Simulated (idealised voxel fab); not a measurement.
Title: Process Module voxel released beams
The width of the displayed cross-section, cut, is 185 nm; its cells are square, with a size of 5 nm.
The cross-sections in this document take the form of a grid made of square cells. They are written out as bands, in order from top to bottom. Each band consists of one or more rows of cells. In this notation a band is specified by the heights of its top and bottom, in that order and in nm, after which its materials appear from left to right, each paired with its width in nm. The word "full width" attached to a single material means that material fills the band from edge to edge; the word "air" stands for empty space. The reference from which all heights are counted is 0, the level beneath which the as-received wafer is entirely one material; the lowest band, having no lower bound, proceeds downward and is written after the example "from 0 down". The width entry "30..40" should be interpreted row by row: the top row of cells in the band takes the first number, the bottom row takes the second number, and the change between adjacent rows is uniform throughout. Any step labelled "no alterations made" changed none of the cells in the cross-section. "Voids lacking openings" lists enclosed empty spaces (at least 8 cells, no open path upward to the top), each as width x height at distance from the left edge, in nm. That trailing text on a step's line, after the settings, is the simulator's own remark on the step. The "overlay nm" setting may appear on a step's line; for a step that uses a mask, it gives how far to the right of its planned position the mask lay, and a negative value indicates the left.

The steps planned for the process are as follows:
1 RECEIVE: material Si
2 CONFORMAL_DEP: material SiN, thk nm 5
3 DIRECTIONAL_DEP: material SiO2, thk nm 15
4 MASKED_ETCH: tone open, mask id ANCHOR, width nm 30, etch materials SiO2, depth nm 15, overlay nm 0
5 CONFORMAL_DEP: material TiN, thk nm 10
6 PATTERN: tone cover, mask id BEAM, material resist, width nm 105, thk nm 20, overlay nm 0
7 DIRECTIONAL_ETCH: etch materials TiN, depth nm 10
8 STRIP: etch materials resist
9 STRIP: etch materials SiO2

As received (post step 1): cross-section:
* from 0 down: Si full width
* Voids lacking openings: none

Starting wafer: above. Plan: above. Run: one mistake. Cross-section after the module: below:
* from 30 to 20: air 40 nm / TiN 10 nm / air 10 nm / TiN 85 nm / air 40 nm
* from 20 to 15: air 40 nm / TiN 10 nm / air 10 nm / TiN 10 nm / air 115 nm
* from 15 to 5: air 40 nm / TiN 30 nm / air 115 nm
* from 5 to 0: SiN full width
* from 0 down: Si full width
* Voids lacking openings: none
Which mistake was made when the wafer was run? it should be noted that step 6 was executed with settings other than those planned, the operation and settings actually applied being PATTERN: tone cover, mask id BEAM, material resist, width nm 105, thk nm 20, overlay nm 5
